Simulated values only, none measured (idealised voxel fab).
Process module under the name voxel wiring stack
We display cut, a cross-section 220 nm in width whose square cells are each 5 nm.
Bands, listed from the top down, are how a cross-section gets written in this document; the cross-section itself is a grid of square cells, and a band is one or more rows of them. Basically the band line says how high the top is and how high the bottom is, in nm, and then what's in it from left to right, every material with its width in nm. Empty space shows up as "empty", and if a single material carries "all across" it runs the full band edge to edge. All heights in this document are referenced to 0, defined as the level beneath which the wafer, as received, consists entirely of one material. The lowest band is not bounded below; it extends indefinitely downward and is written in the form "z 0 and below". A two-number width, for instance "30..40", indicates that the width is equal to the first number in the top row of the band and to the second number in the bottom row, and that it changes by a constant amount per row of cells. "no modification" means the step left every cell of the cross-section as it was. If an empty space has no open way to the top and is at least 8 cells in size, "Unvented cavities" lists it, written width x height at distance, where distance is measured from the left edge and every value is in nm. On each step's line, the part that comes after the settings is the simulator's own comment on the step. "overlay nm", when on a step's line for a step with a mask, measures how far to the right of its planned place the mask lay; a negative measure means to the left.
List of planned process steps
1 RECEIVE | material Si
2 CONFORMAL_DEP | material SiO2 | thk nm 15
3 DIRECTIONAL_DEP | material TiN | thk nm 5
4 DIRECTIONAL_DEP | material W | thk nm 15
5 DIRECTIONAL_DEP | material aC | thk nm 10
6 PATTERN | tone cover | mask id METAL_1 | material resist | width nm 25 | pitch nm 40 | thk nm 30 | overlay nm 0
7 DIRECTIONAL_ETCH | etch materials aC | depth nm 10
8 STRIP | etch materials resist
9 DIRECTIONAL_ETCH | etch materials W | depth nm 15
10 DIRECTIONAL_ETCH | etch materials TiN | depth nm 5
11 STRIP | etch materials aC
12 CONFORMAL_DEP | material SiCN | thk nm 5
13 FILL_DEP | material SiO2 | thk nm 5
14 CMP | height nm 35
15 CONFORMAL_DEP | material SiCN | thk nm 5
16 DIRECTIONAL_DEP | material SiO2 | thk nm 30
17 DIRECTIONAL_DEP | material aC | thk nm 10
18 PATTERN | tone open | mask id METAL_2 | material resist | width nm 25 | pitch nm 40 | thk nm 30 | overlay nm 0
19 DIRECTIONAL_ETCH | etch materials aC | depth nm 10
20 STRIP | etch materials resist
21 DIRECTIONAL_ETCH | etch materials SiO2 | depth nm 15
22 STRIP | etch materials aC
23 MASKED_ETCH | tone open | mask id METAL_2_HOLES | width nm 15 | pitch nm 40 | etch materials SiO2 | depth nm 15 | overlay nm 0
24 MASKED_ETCH | tone open | mask id METAL_2_HOLES | width nm 15 | pitch nm 40 | etch materials SiCN | depth nm 5 | overlay nm 0
25 CONFORMAL_DEP | material TiN | thk nm 5
26 FILL_DEP | material Cu | thk nm 10
27 CMP | height nm 70
28 CONFORMAL_DEP | material SiN | thk nm 5
First of two wafers - as planned
Cross-section of the wafer at receipt, which is the condition after step 1
  z 0 and below: Si all across
  Unvented cavities: none
Wafer section view after processing step 2
  z 15 to 0: SiO2 all across
  Everything under 0 stays put, no change at all.
Wafer section view after processing step 3
  z 20 to 15: TiN all across
  Everything under 15 stays put, no change at all.
Wafer section view after processing step 4
  z 35 to 20: W all across
  Everything under 20 stays put, no change at all.
Wafer section view after processing step 5
  z 45 to 35: aC all across
  Everything under 35 stays put, no change at all.
Wafer section view after processing step 6
  z 75 to 45: 75 nm empty / 25 nm resist / 15 nm empty / 25 nm resist / 80 nm empty
  Everything under 45 stays put, no change at all.
Wafer section view after processing step 7
  z 65 to 45: 75 nm empty / 25 nm resist / 15 nm empty / 25 nm resist / 80 nm empty
  z 45 to 35: 75 nm empty / 25 nm aC / 15 nm empty / 25 nm aC / 80 nm empty
  Everything under 35 stays put, no change at all.
Wafer section view after processing step 8
  z 45 to 35: 75 nm empty / 25 nm aC / 15 nm empty / 25 nm aC / 80 nm empty
  Everything under 35 stays put, no change at all.
Wafer section view after processing step 9
  z 45 to 35: 75 nm empty / 25 nm aC / 15 nm empty / 25 nm aC / 80 nm empty
  z 35 to 20: 75 nm empty / 25 nm W / 15 nm empty / 25 nm W / 80 nm empty
  Everything under 20 stays put, no change at all.
Wafer section view after processing step 10
  z 45 to 35: 75 nm empty / 25 nm aC / 15 nm empty / 25 nm aC / 80 nm empty
  z 35 to 20: 75 nm empty / 25 nm W / 15 nm empty / 25 nm W / 80 nm empty
  z 20 to 15: 75 nm empty / 25 nm TiN / 15 nm empty / 25 nm TiN / 80 nm empty
  Everything under 15 stays put, no change at all.
Wafer section view after processing step 11
  z 35 to 20: 75 nm empty / 25 nm W / 15 nm empty / 25 nm W / 80 nm empty
  Everything under 20 stays put, no change at all.
Wafer section view after processing step 12
  z 40 to 35: 70 nm empty / 35 nm SiCN / 5 nm empty / 35 nm SiCN / 75 nm empty
  z 35 to 20: 70 nm empty / 5 nm SiCN / 25 nm W / 5 nm SiCN / 5 nm empty / 5 nm SiCN / 25 nm W / 5 nm SiCN / 75 nm empty
  z 20 to 15: 75 nm SiCN / 25 nm TiN / 15 nm SiCN / 25 nm TiN / 80 nm SiCN
  Everything under 15 stays put, no change at all.
Wafer section view after processing step 13
  z 45 to 40: SiO2 all across
  z 40 to 35: 70 nm SiO2 / 35 nm SiCN / 5 nm SiO2 / 35 nm SiCN / 75 nm SiO2
  z 35 to 20: 70 nm SiO2 / 5 nm SiCN / 25 nm W / 5 nm SiCN / 5 nm SiO2 / 5 nm SiCN / 25 nm W / 5 nm SiCN / 75 nm SiO2
  Everything under 20 stays put, no change at all.
Wafer section view after processing step 14
  z 35 to 20: 70 nm SiO2 / 5 nm SiCN / 25 nm W / 5 nm SiCN / 5 nm SiO2 / 5 nm SiCN / 25 nm W / 5 nm SiCN / 75 nm SiO2
  Everything under 20 stays put, no change at all.
Wafer section view after processing step 15
  z 40 to 35: SiCN all across
  Everything under 35 stays put, no change at all.
Wafer section view after processing step 16
  z 70 to 40: SiO2 all across
  Everything under 40 stays put, no change at all.
Wafer section view after processing step 17
  z 80 to 70: aC all across
  Everything under 70 stays put, no change at all.
Wafer section view after processing step 18
  z 110 to 80: 75 nm resist / 25 nm empty / 15 nm resist / 25 nm empty / 80 nm resist
  Everything under 80 stays put, no change at all.
Wafer section view after processing step 19
  z 100 to 80: 75 nm resist / 25 nm empty / 15 nm resist / 25 nm empty / 80 nm resist
  z 80 to 70: 75 nm aC / 25 nm empty / 15 nm aC / 25 nm empty / 80 nm aC
  Everything under 70 stays put, no change at all.
Wafer section view after processing step 20
  z 80 to 70: 75 nm aC / 25 nm empty / 15 nm aC / 25 nm empty / 80 nm aC
  Everything under 70 stays put, no change at all.
Wafer section view after processing step 21
  z 80 to 70: 75 nm aC / 25 nm empty / 15 nm aC / 25 nm empty / 80 nm aC
  z 70 to 55: 75 nm SiO2 / 25 nm empty / 15 nm SiO2 / 25 nm empty / 80 nm SiO2
  Everything under 55 stays put, no change at all.
Wafer section view after processing step 22
  z 70 to 55: 75 nm SiO2 / 25 nm empty / 15 nm SiO2 / 25 nm empty / 80 nm SiO2
  Everything under 55 stays put, no change at all.
Wafer section view after processing step 23
  z 70 to 55: 75 nm SiO2 / 25 nm empty / 15 nm SiO2 / 25 nm empty / 80 nm SiO2
  z 55 to 40: 75 nm SiO2 / 15 nm empty / 25 nm SiO2 / 15 nm empty / 90 nm SiO2
  Everything under 40 stays put, no change at all.
Wafer section view after processing step 24
  z 70 to 55: 75 nm SiO2 / 25 nm empty / 15 nm SiO2 / 25 nm empty / 80 nm SiO2
  z 55 to 40: 75 nm SiO2 / 15 nm empty / 25 nm SiO2 / 15 nm empty / 90 nm SiO2
  z 40 to 35: 75 nm SiCN / 15 nm empty / 25 nm SiCN / 15 nm empty / 90 nm SiCN
  Everything under 35 stays put, no change at all.
Wafer section view after processing step 25
  z 75 to 70: 80 nm TiN / 15 nm empty / 25 nm TiN / 15 nm empty / 85 nm TiN
  z 70 to 60: 75 nm SiO2 / 5 nm TiN / 15 nm empty / 5 nm TiN / 15 nm SiO2 / 5 nm TiN / 15 nm empty / 5 nm TiN / 80 nm SiO2
  z 60 to 55: 75 nm SiO2 / 5 nm TiN / 5 nm empty / 15 nm TiN / 15 nm SiO2 / 5 nm TiN / 5 nm empty / 15 nm TiN / 80 nm SiO2
  z 55 to 40: 75 nm SiO2 / 5 nm TiN / 5 nm empty / 5 nm TiN / 25 nm SiO2 / 5 nm TiN / 5 nm empty / 5 nm TiN / 90 nm SiO2
  z 40 to 35: 75 nm SiCN / 15 nm TiN / 25 nm SiCN / 15 nm TiN / 90 nm SiCN
  Everything under 35 stays put, no change at all.
Wafer section view after processing step 26
  z 85 to 75: Cu all across
  z 75 to 70: 80 nm TiN / 15 nm Cu / 25 nm TiN / 15 nm Cu / 85 nm TiN
  z 70 to 60: 75 nm SiO2 / 5 nm TiN / 15 nm Cu / 5 nm TiN / 15 nm SiO2 / 5 nm TiN / 15 nm Cu / 5 nm TiN / 80 nm SiO2
  z 60 to 55: 75 nm SiO2 / 5 nm TiN / 5 nm Cu / 15 nm TiN / 15 nm SiO2 / 5 nm TiN / 5 nm Cu / 15 nm TiN / 80 nm SiO2
  z 55 to 40: 75 nm SiO2 / 5 nm TiN / 5 nm Cu / 5 nm TiN / 25 nm SiO2 / 5 nm TiN / 5 nm Cu / 5 nm TiN / 90 nm SiO2
  Everything under 40 stays put, no change at all.
Wafer section view after processing step 27
  z 70 to 60: 75 nm SiO2 / 5 nm TiN / 15 nm Cu / 5 nm TiN / 15 nm SiO2 / 5 nm TiN / 15 nm Cu / 5 nm TiN / 80 nm SiO2
  Everything under 60 stays put, no change at all.
Wafer section view after processing step 28
  z 75 to 70: SiN all across
  Everything under 70 stays put, no change at all.
Okay, second wafer. Nothing different at the start, nothing different in the plan, just one mistake somewhere in the running. As far as step 5, counting that step, it's the first wafer all over again
Planned end of step 6: second wafer, cross-section
  z 75 to 45: 65 nm empty / 25 nm resist / 15 nm empty / 25 nm resist / 90 nm empty
  Everything under 45 stays put, no change at all.
Planned end of step 7: second wafer, cross-section
  z 65 to 45: 65 nm empty / 25 nm resist / 15 nm empty / 25 nm resist / 90 nm empty
  z 45 to 35: 65 nm empty / 25 nm aC / 15 nm empty / 25 nm aC / 90 nm empty
  Everything under 35 stays put, no change at all.
Planned end of step 8: second wafer, cross-section
  z 45 to 35: 65 nm empty / 25 nm aC / 15 nm empty / 25 nm aC / 90 nm empty
  Everything under 35 stays put, no change at all.
Planned end of step 9: second wafer, cross-section
  z 45 to 35: 65 nm empty / 25 nm aC / 15 nm empty / 25 nm aC / 90 nm empty
  z 35 to 20: 65 nm empty / 25 nm W / 15 nm empty / 25 nm W / 90 nm empty
  Everything under 20 stays put, no change at all.
Planned end of step 10: second wafer, cross-section
  z 45 to 35: 65 nm empty / 25 nm aC / 15 nm empty / 25 nm aC / 90 nm empty
  z 35 to 20: 65 nm empty / 25 nm W / 15 nm empty / 25 nm W / 90 nm empty
  z 20 to 15: 65 nm empty / 25 nm TiN / 15 nm empty / 25 nm TiN / 90 nm empty
  Everything under 15 stays put, no change at all.
Planned end of step 11: second wafer, cross-section
  z 35 to 20: 65 nm empty / 25 nm W / 15 nm empty / 25 nm W / 90 nm empty
  Everything under 20 stays put, no change at all.
Planned end of step 12: second wafer, cross-section
  z 40 to 35: 60 nm empty / 35 nm SiCN / 5 nm empty / 35 nm SiCN / 85 nm empty
  z 35 to 20: 60 nm empty / 5 nm SiCN / 25 nm W / 5 nm SiCN / 5 nm empty / 5 nm SiCN / 25 nm W / 5 nm SiCN / 85 nm empty
  z 20 to 15: 65 nm SiCN / 25 nm TiN / 15 nm SiCN / 25 nm TiN / 90 nm SiCN
  Everything under 15 stays put, no change at all.
Planned end of step 13: second wafer, cross-section
  z 45 to 40: SiO2 all across
  z 40 to 35: 60 nm SiO2 / 35 nm SiCN / 5 nm SiO2 / 35 nm SiCN / 85 nm SiO2
  z 35 to 20: 60 nm SiO2 / 5 nm SiCN / 25 nm W / 5 nm SiCN / 5 nm SiO2 / 5 nm SiCN / 25 nm W / 5 nm SiCN / 85 nm SiO2
  Everything under 20 stays put, no change at all.
Planned end of step 14: second wafer, cross-section
  z 35 to 20: 60 nm SiO2 / 5 nm SiCN / 25 nm W / 5 nm SiCN / 5 nm SiO2 / 5 nm SiCN / 25 nm W / 5 nm SiCN / 85 nm SiO2
  Everything under 20 stays put, no change at all.
Planned end of step 15: second wafer, cross-section
  z 40 to 35: SiCN all across
  Everything under 35 stays put, no change at all.
Planned end of step 16: second wafer, cross-section
  z 70 to 40: SiO2 all across
  Everything under 40 stays put, no change at all.
Planned end of step 17: second wafer, cross-section
  z 80 to 70: aC all across
  Everything under 70 stays put, no change at all.
Planned end of step 18: second wafer, cross-section
  z 110 to 80: 75 nm resist / 25 nm empty / 15 nm resist / 25 nm empty / 80 nm resist
  Everything under 80 stays put, no change at all.
Planned end of step 19: second wafer, cross-section
  z 100 to 80: 75 nm resist / 25 nm empty / 15 nm resist / 25 nm empty / 80 nm resist
  z 80 to 70: 75 nm aC / 25 nm empty / 15 nm aC / 25 nm empty / 80 nm aC
  Everything under 70 stays put, no change at all.
Planned end of step 20: second wafer, cross-section
  z 80 to 70: 75 nm aC / 25 nm empty / 15 nm aC / 25 nm empty / 80 nm aC
  Everything under 70 stays put, no change at all.
Planned end of step 21: second wafer, cross-section
  z 80 to 70: 75 nm aC / 25 nm empty / 15 nm aC / 25 nm empty / 80 nm aC
  z 70 to 55: 75 nm SiO2 / 25 nm empty / 15 nm SiO2 / 25 nm empty / 80 nm SiO2
  Everything under 55 stays put, no change at all.
Planned end of step 22: second wafer, cross-section
  z 70 to 55: 75 nm SiO2 / 25 nm empty / 15 nm SiO2 / 25 nm empty / 80 nm SiO2
  Everything under 55 stays put, no change at all.
Planned end of step 23: second wafer, cross-section
  z 70 to 55: 75 nm SiO2 / 25 nm empty / 15 nm SiO2 / 25 nm empty / 80 nm SiO2
  z 55 to 40: 75 nm SiO2 / 15 nm empty / 25 nm SiO2 / 15 nm empty / 90 nm SiO2
  Everything under 40 stays put, no change at all.
Planned end of step 24: second wafer, cross-section
  z 70 to 55: 75 nm SiO2 / 25 nm empty / 15 nm SiO2 / 25 nm empty / 80 nm SiO2
  z 55 to 40: 75 nm SiO2 / 15 nm empty / 25 nm SiO2 / 15 nm empty / 90 nm SiO2
  z 40 to 35: 75 nm SiCN / 15 nm empty / 25 nm SiCN / 15 nm empty / 90 nm SiCN
  Everything under 35 stays put, no change at all.
Planned end of step 25: second wafer, cross-section
  z 75 to 70: 80 nm TiN / 15 nm empty / 25 nm TiN / 15 nm empty / 85 nm TiN
  z 70 to 60: 75 nm SiO2 / 5 nm TiN / 15 nm empty / 5 nm TiN / 15 nm SiO2 / 5 nm TiN / 15 nm empty / 5 nm TiN / 80 nm SiO2
  z 60 to 55: 75 nm SiO2 / 5 nm TiN / 5 nm empty / 15 nm TiN / 15 nm SiO2 / 5 nm TiN / 5 nm empty / 15 nm TiN / 80 nm SiO2
  z 55 to 40: 75 nm SiO2 / 5 nm TiN / 5 nm empty / 5 nm TiN / 25 nm SiO2 / 5 nm TiN / 5 nm empty / 5 nm TiN / 90 nm SiO2
  z 40 to 35: 75 nm SiCN / 15 nm TiN / 25 nm SiCN / 15 nm TiN / 90 nm SiCN
  Everything under 35 stays put, no change at all.
Planned end of step 26: second wafer, cross-section
  z 85 to 75: Cu all across
  z 75 to 70: 80 nm TiN / 15 nm Cu / 25 nm TiN / 15 nm Cu / 85 nm TiN
  z 70 to 60: 75 nm SiO2 / 5 nm TiN / 15 nm Cu / 5 nm TiN / 15 nm SiO2 / 5 nm TiN / 15 nm Cu / 5 nm TiN / 80 nm SiO2
  z 60 to 55: 75 nm SiO2 / 5 nm TiN / 5 nm Cu / 15 nm TiN / 15 nm SiO2 / 5 nm TiN / 5 nm Cu / 15 nm TiN / 80 nm SiO2
  z 55 to 40: 75 nm SiO2 / 5 nm TiN / 5 nm Cu / 5 nm TiN / 25 nm SiO2 / 5 nm TiN / 5 nm Cu / 5 nm TiN / 90 nm SiO2
  Everything under 40 stays put, no change at all.
Planned end of step 27: second wafer, cross-section
  z 70 to 60: 75 nm SiO2 / 5 nm TiN / 15 nm Cu / 5 nm TiN / 15 nm SiO2 / 5 nm TiN / 15 nm Cu / 5 nm TiN / 80 nm SiO2
  Everything under 60 stays put, no change at all.
Planned end of step 28: second wafer, cross-section
  z 75 to 70: SiN all across
  Everything under 70 stays put, no change at all.
So what did we get wrong on this run? the process deviated at step 6: the operation and settings actually run there were PATTERN | tone cover | mask id METAL_1 | material resist | width nm 25 | pitch nm 40 | thk nm 30 | overlay nm -10
Comparing end states, the material composition by cell count is preserved from the first wafer to the second, while the locations of the cells are not.
